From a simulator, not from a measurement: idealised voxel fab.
You're looking at the process module voxel ribs on slabs.
Square cell edge 5 nm, section width 295 nm, ID cut.
Heads up, the way a cross-section reads in here is a grid of square cells, handed over as bands from the top down, with every band being one or more rows of cells. Top, bottom (nm), then materials left to right with widths (nm); lone material tagged "full width" fills the whole band edge to edge; "air" = empty space. Beneath 0, the wafer as received is one material, and that level is where height counting begins. The lowest band goes on downward without a bottom; it is written like "0 nm and below". Width "30->40": first value at the band's top row of cells, second value at its bottom row, equal change from row to row. "remains unaltered" -> step changed no cross-section cell. "Enclosed internal cavities" contains a list of empty spaces, each no smaller than 8 cells and without an open way to the top, written in the form width x height at distance with the distance from the left edge and all three in nm. Where a step's line continues beyond its settings, the continuation is a remark by the simulator itself on that step. What "overlay nm" on a step's line means: if the step has a mask, that mask lay this far to the right of its planned place, or, when the value is negative, to the left.

[The steps planned for the process are as follows]
1 RECEIVE (material Si)
2 DIRECTIONAL_DEP (material SiO2; thk nm 20)
3 DIRECTIONAL_DEP (material SiN; thk nm 25)
4 MASKED_ETCH (tone cover; mask id RIB; width nm 30; etch materials SiN; depth nm 5; overlay nm 0)
5 PATTERN (tone cover; mask id SLAB; material resist; width nm 60; thk nm 20; overlay nm 0)
6 DIRECTIONAL_ETCH (etch materials SiN; depth nm 20)
7 STRIP (etch materials resist)
8 FILL_DEP (material SiO2; thk nm 25)
9 CMP (height nm 65)
10 DIRECTIONAL_DEP (material W; thk nm 5)
11 DIRECTIONAL_DEP (material aC; thk nm 10)
12 PATTERN (tone cover; mask id HEATER; material resist; width nm 40; thk nm 30; overlay nm 0)
13 DIRECTIONAL_ETCH (etch materials aC; depth nm 10)
14 STRIP (etch materials resist)
15 DIRECTIONAL_ETCH (etch materials W; depth nm 5)
16 STRIP (etch materials aC)
17 CONFORMAL_DEP (material SiO2; thk nm 5)

[Cross-section of the wafer as it came to us, i.e., already through step 1]
> 0 nm and below: Si full width
> Enclosed internal cavities: none

[Figure: cross-sectional view of the wafer upon completion of the module, processed from the initial state and according to the plan depicted above, with one error introduced during execution]
> 75 nm to 70 nm: air: 120 / SiO2: 50 / air: 125
> 70 nm to 65 nm: SiO2: 125 / W: 40 / SiO2: 130
> 65 nm to 45 nm: SiO2 full width
> 45 nm to 40 nm: SiO2: 125 / SiN: 40 / SiO2: 130
> 40 nm to 20 nm: SiO2: 115 / SiN: 60 / SiO2: 120
> 20 nm to 0 nm: SiO2 full width
> 0 nm and below: Si full width
> Enclosed internal cavities: none
Diagnosis: so step 4 ended up running with a different setting than we planned, it ran as MASKED_ETCH (tone cover; mask id RIB; width nm 40; etch materials SiN; depth nm 5; overlay nm 0)
